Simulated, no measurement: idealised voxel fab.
A process module follows: voxel lift off.
Each square cell in cross-section cut measures 5 nm, and the section as a whole is 145 nm wide.
Cross-section, as written here: a square-cell grid given band by band from the top down, where a band holds one or more rows of cells. Read a band's entry like this: the first values are the height of its top and the height of its bottom in nm, and what follows is the sequence of materials from left to right, each with its width in nm. Note that "empty" is empty space, and that a single material marked "edge to edge" reaches across the band from edge to edge. The reference from which all heights are counted is 0, the level beneath which the as-received wafer is entirely one material; the lowest band, having no lower bound, proceeds downward and is written after the example "0 nm and below". Top row gets the first number, bottom row gets the second, and each row in between changes by the same step: that is how a band width like "30..40" works. For the purposes of this document, the phrase "remained the same" attached to a step denotes that no cell within the cross-section was modified by that step. For the entry "Fully sealed cavities", the listed items are empty spaces with no open way to the top whose size is 8 cells or more; each item follows the pattern width x height at distance, where distance is from the left edge and all three are in nm. It should be noted that, on the line of a given step, the content following the step's settings is a remark produced by the simulator itself with respect to that step. overlay nm: right-of-plan distance of the mask on a masked step; negative values mean left-of-plan.
-- This section lists the process steps that were planned
| 1 | RECEIVE: material Si |
| 2 | CONFORMAL_DEP: material SiN, thk nm 15 |
| 3 | PATTERN: tone open, mask id LINES, material resist, width nm 15, pitch nm 30, thk nm 25, overlay nm 0 |
| 4 | DIRECTIONAL_DEP: material Ru, thk nm 10 |
| 5 | STRIP: etch materials resist |
| 6 | CONFORMAL_DEP: material SiO2, thk nm 10 |
-- Incoming wafer, cross-sectional view, post step 1
> 0 nm and below: Si edge to edge
> Fully sealed cavities: none
-- First wafer of two, sectioned at end of module; run went per plan
> 35 nm to 25 nm: empty 10 nm  SiO2 125 nm  empty 10 nm
> 25 nm to 15 nm: SiO2 20 nm  Ru 15 nm  SiO2 15 nm  Ru 15 nm  SiO2 15 nm  Ru 15 nm  SiO2 15 nm  Ru 15 nm  SiO2 20 nm
> 15 nm to 0 nm: SiN edge to edge
> 0 nm and below: Si edge to edge
> Fully sealed cavities: none
-- Cross-section, wafer two of two, end of module: same start and plan as wafer one, one error in execution
> 35 nm to 25 nm: empty 10 nm  SiO2 125 nm  empty 10 nm
> 25 nm to 15 nm: SiO2 20 nm  SiN 15 nm  SiO2 15 nm  SiN 15 nm  SiO2 15 nm  SiN 15 nm  SiO2 15 nm  SiN 15 nm  SiO2 20 nm
> 15 nm to 0 nm: SiN edge to edge
> 0 nm and below: Si edge to edge
> Fully sealed cavities: none
Here's what went sideways: step 4 ran differently from the plan; actual operation with settings: DIRECTIONAL_DEP: material SiN, thk nm 10
Per the end-of-run cell counts, the second wafer holds more or fewer of some materials than the first: Ru: 24 fewer, SiN: 24 more
